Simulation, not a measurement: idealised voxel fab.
Process module in this document: voxel transistor to metal
Xsec cut, 185 nm wide, square cell size 5 nm.
Cross-section, as written here: a square-cell grid given band by band from the top down, where a band holds one or more rows of cells. First you get the band's top height and its bottom height, in nm, and then the materials it's made of, left to right, with each width in nm. If you see a single material with "full width", that one covers the band edge to edge. "blank" is empty space. A quick word on heights: they are counted from 0, and under that level the wafer as it came to us is one material throughout. The lowest band is different from the rest in having no bottom; it simply continues downward, written as in "0 -> down". Per-row width for "30 to 40": begins at first number (top row of band), ends at second number (bottom row), increment between rows held constant. Step marked "remained unchanged"? Then no cell in the cross-section changed in it. Each empty space that has no open way to the top and spans at least 8 cells appears under "Tabulated closed voids" as width x height at distance, the distance counted from the left edge, all in nm. What comes after the settings on a step's line is commentary from the simulator itself on that step. "overlay nm" on a masked step: distance the mask lay right of its planned place, negative for left.

Steps planned for the process
| 1 | RECEIVE (material Si) |
| 2 | CONFORMAL_DEP (material SiO2; thk nm 5) |
| 3 | CONFORMAL_DEP (material SiN; thk nm 10) |
| 4 | PATTERN (tone cover; mask id ACTIVE; material resist; width nm 115; thk nm 20; overlay nm 0) |
| 5 | DIRECTIONAL_ETCH (etch materials SiN; depth nm 10) |
| 6 | DIRECTIONAL_ETCH (etch materials SiO2; depth nm 5) |
| 7 | DIRECTIONAL_ETCH (etch materials Si; depth nm 35) |
| 8 | STRIP (etch materials resist) |
| 9 | OXIDIZE (depth nm 5) |
| 10 | FILL_DEP (material SiO2; thk nm 5) |
| 11 | CMP (height nm 15) |
| 12 | SELECTIVE_ETCH (etch materials SiO2; depth nm 10) |
| 13 | STRIP (etch materials SiN) |
| 14 | SELECTIVE_ETCH (etch materials SiO2; depth nm 5) |
| 15 | OXIDIZE (depth nm 5) |
| 16 | DIRECTIONAL_DEP (material polySi; thk nm 25) |
| 17 | DIRECTIONAL_DEP (material SiCN; thk nm 15) |
| 18 | MASKED_ETCH (tone cover; mask id GATE; width nm 15; etch materials SiCN; depth nm 25; overlay nm 0) |
| 19 | MASKED_ETCH (tone cover; mask id GATE; width nm 25; etch materials polySi; depth nm 35; overlay nm 0) |
| 20 | CONFORMAL_DEP (material SiO2; thk nm 5) |
| 21 | DIRECTIONAL_ETCH (etch materials SiO2; depth nm 5) |
| 22 | CONFORMAL_DEP (material SiN; thk nm 10) |
| 23 | DIRECTIONAL_ETCH (etch materials SiN; depth nm 10) |
| 24 | DIRECTIONAL_ETCH (etch materials SiO2; depth nm 5) |
| 25 | EPI (material pSi; thk nm 5) |
| 26 | FILL_DEP (material SiO2; thk nm 10) |
| 27 | CMP (height nm 25) |
| 28 | STRIP (etch materials polySi) |
| 29 | SELECTIVE_ETCH (etch materials SiO2; depth nm 5) |
| 30 | CONFORMAL_DEP (material HfO2; thk nm 5) |
| 31 | CONFORMAL_DEP (material TiN; thk nm 5) |
| 32 | FILL_DEP (material W; thk nm 10) |
| 33 | CMP (height nm 20) |
| 34 | DIRECTIONAL_DEP (material SiO2; thk nm 15) |
| 35 | PATTERN (tone open; mask id CONTACT; material resist; width nm 15; pitch nm 80; thk nm 20; overlay nm 0) |
| 36 | DIRECTIONAL_ETCH (etch materials SiO2; depth nm 35) |
| 37 | STRIP (etch materials resist) |
| 38 | CONFORMAL_DEP (material TiN; thk nm 5) |
| 39 | FILL_DEP (material Ru; thk nm 5) |
| 40 | CMP (height nm 35) |
| 41 | CONFORMAL_DEP (material SiN; thk nm 5) |
| 42 | DIRECTIONAL_DEP (material lowk; thk nm 20) |
| 43 | MASKED_ETCH (tone open; mask id METAL_1; width nm 15; pitch nm 80; etch materials lowk; depth nm 20; overlay nm 0) |
| 44 | MASKED_ETCH (tone open; mask id METAL_1; width nm 15; pitch nm 80; etch materials SiN; depth nm 5; overlay nm 0) |
| 45 | CONFORMAL_DEP (material TiN; thk nm 5) |
| 46 | FILL_DEP (material Cu; thk nm 10) |
| 47 | CMP (height nm 60) |
| 48 | CONFORMAL_DEP (material SiN; thk nm 5) |
Variable across wafers: step 18 width nm (plan value is that of the first wafer; starting state common to all).

The first of several wafers as received, shown in cross-section; this is its state after step 1
	0 -> down = Si full width
	Tabulated closed voids: none

Rows = wafers. At module end, each row lists per material the cells gained (+) or lost (-) since the wafer was received, then the closed voids
width nm 15, +8 Cu, +15 HfO2, +12 Ru, -149 Si, +84 SiN, +303 SiO2, +63 TiN, +9 W, +124 lowk, +12 pSi, Tabulated closed voids: none
width nm 20, +8 Cu, +15 HfO2, +12 Ru, -149 Si, +84 SiN, +303 SiO2, +63 TiN, +9 W, +124 lowk, +12 pSi, Tabulated closed voids: none
width nm 25, +8 Cu, +15 HfO2, +12 Ru, -149 Si, +84 SiN, +303 SiO2, +63 TiN, +9 W, +124 lowk, +12 pSi, Tabulated closed voids: none
width nm 30, +8 Cu, +16 HfO2, +12 Ru, -149 Si, +84 SiN, +299 SiO2, +64 TiN, +12 W, +124 lowk, +11 pSi, Tabulated closed voids: none
width nm 35, +8 Cu, +17 HfO2, +12 Ru, -149 Si, +84 SiN, +295 SiO2, +65 TiN, +15 W, +124 lowk, +10 pSi, Tabulated closed voids: none
width nm 40, +8 Cu, +18 HfO2, +8 Ru, -149 Si, +84 SiN, +295 SiO2, +66 TiN, +18 W, +124 lowk, +9 pSi, Tabulated closed voids: none
